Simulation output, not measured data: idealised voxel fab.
Name of the process module below: voxel self aligned vias
Each square cell in cross-section cut measures 5 nm, and the section as a whole is 240 nm wide.
Square cells in a grid make up a cross-section in this document, and the grid is given as bands, listed from the top down, each one or more rows of cells.
Look at the band entry: it leads with the top's height and the bottom's height in nm. Then it lists the materials left to right, with a width in nm for each. The word "full width" on a single material says that material fills the band edge to edge. The word "blank" is empty space.
Height 0 is the level under which the wafer as received is all one material. The lowest band goes on downwards, as in "z 0 and below".
Per-row width for "30 to 40": begins at first number (top row of band), ends at second number (bottom row), increment between rows held constant.
Reading "no alteration" for a step: not a cell of the cross-section changed in it.
Closed-off voids of 8+ cells (no open route to the top) go in "closed voids", written width x height at distance from the left edge, in nm.
Heads up: the bit after the settings on a step's line is the simulator's remark on that step.
"overlay nm" on a masked step: distance the mask lay right of its planned place, negative for left.

[Here's what the planned process steps look like]
step 1: RECEIVE | material Si
step 2: CONFORMAL_DEP | material SiO2 | thk nm 15
step 3: CONFORMAL_DEP | material SiCN | thk nm 5
step 4: DIRECTIONAL_DEP | material SiO2 | thk nm 30
step 5: DIRECTIONAL_DEP | material aC | thk nm 10
step 6: PATTERN | tone open | mask id LINES | material resist | width nm 20 | pitch nm 50 | thk nm 30 | overlay nm 0
step 7: DIRECTIONAL_ETCH | etch materials aC | depth nm 10
step 8: STRIP | etch materials resist
step 9: DIRECTIONAL_ETCH | etch materials SiO2 | depth nm 30
step 10: STRIP | etch materials aC
step 11: CONFORMAL_DEP | material TiN | thk nm 5
step 12: FILL_DEP | material Ru | thk nm 5
step 13: CMP | height nm 50
step 14: SELECTIVE_ETCH | etch materials W Ru TiN | depth nm 5
step 15: FILL_DEP | material SiN | thk nm 5
step 16: CMP | height nm 50
step 17: DIRECTIONAL_DEP | material SiO2 | thk nm 20
step 18: PATTERN | tone open | mask id VIAS | material resist | width nm 30 | pitch nm 100 | thk nm 20 | overlay nm 0
step 19: DIRECTIONAL_ETCH | etch materials SiO2 | depth nm 20
step 20: DIRECTIONAL_ETCH | etch materials SiN | depth nm 5
step 21: STRIP | etch materials resist
step 22: CONFORMAL_DEP | material TiN | thk nm 5
step 23: FILL_DEP | material Cu | thk nm 5
step 24: CMP | height nm 70
step 25: CONFORMAL_DEP | material SiN | thk nm 5

[Cross-section of the incoming wafer, state after step 1]
  z 0 and below | Si full width
  closed voids: none

[The cross-section shown corresponds to the wafer at the conclusion of the module. The initial structure and the process plan are those presented above; however, one mistake occurred in executing the plan]
  z 75 to 70 | SiN full width
  z 70 to 55 | SiO2 50 nm, then TiN 5 nm, then Cu 30 nm, then TiN 5 nm, then SiO2 60 nm, then TiN 5 nm, then Cu 30 nm, then TiN 5 nm, then SiO2 50 nm
  z 55 to 50 | SiO2 50 nm, then TiN 15 nm, then Cu 10 nm, then TiN 15 nm, then SiO2 60 nm, then TiN 15 nm, then Cu 10 nm, then TiN 15 nm, then SiO2 50 nm
  z 50 to 45 | SiO2 60 nm, then TiN 20 nm, then SiO2 30 nm, then SiN 20 nm, then SiO2 30 nm, then TiN 20 nm, then SiO2 60 nm
  z 45 to 25 | SiO2 60 nm, then TiN 5 nm, then Ru 10 nm, then TiN 5 nm, then SiO2 30 nm, then TiN 5 nm, then Ru 10 nm, then TiN 5 nm, then SiO2 30 nm, then TiN 5 nm, then Ru 10 nm, then TiN 5 nm, then SiO2 60 nm
  z 25 to 20 | SiO2 60 nm, then TiN 20 nm, then SiO2 30 nm, then TiN 20 nm, then SiO2 30 nm, then TiN 20 nm, then SiO2 60 nm
  z 20 to 15 | SiCN full width
  z 15 to 0 | SiO2 full width
  z 0 and below | Si full width
  closed voids: none
Want to know what went wrong? step 18 was not run as planned; what actually ran was PATTERN | tone open | mask id VIAS | material resist | width nm 40 | pitch nm 100 | thk nm 20 | overlay nm 0
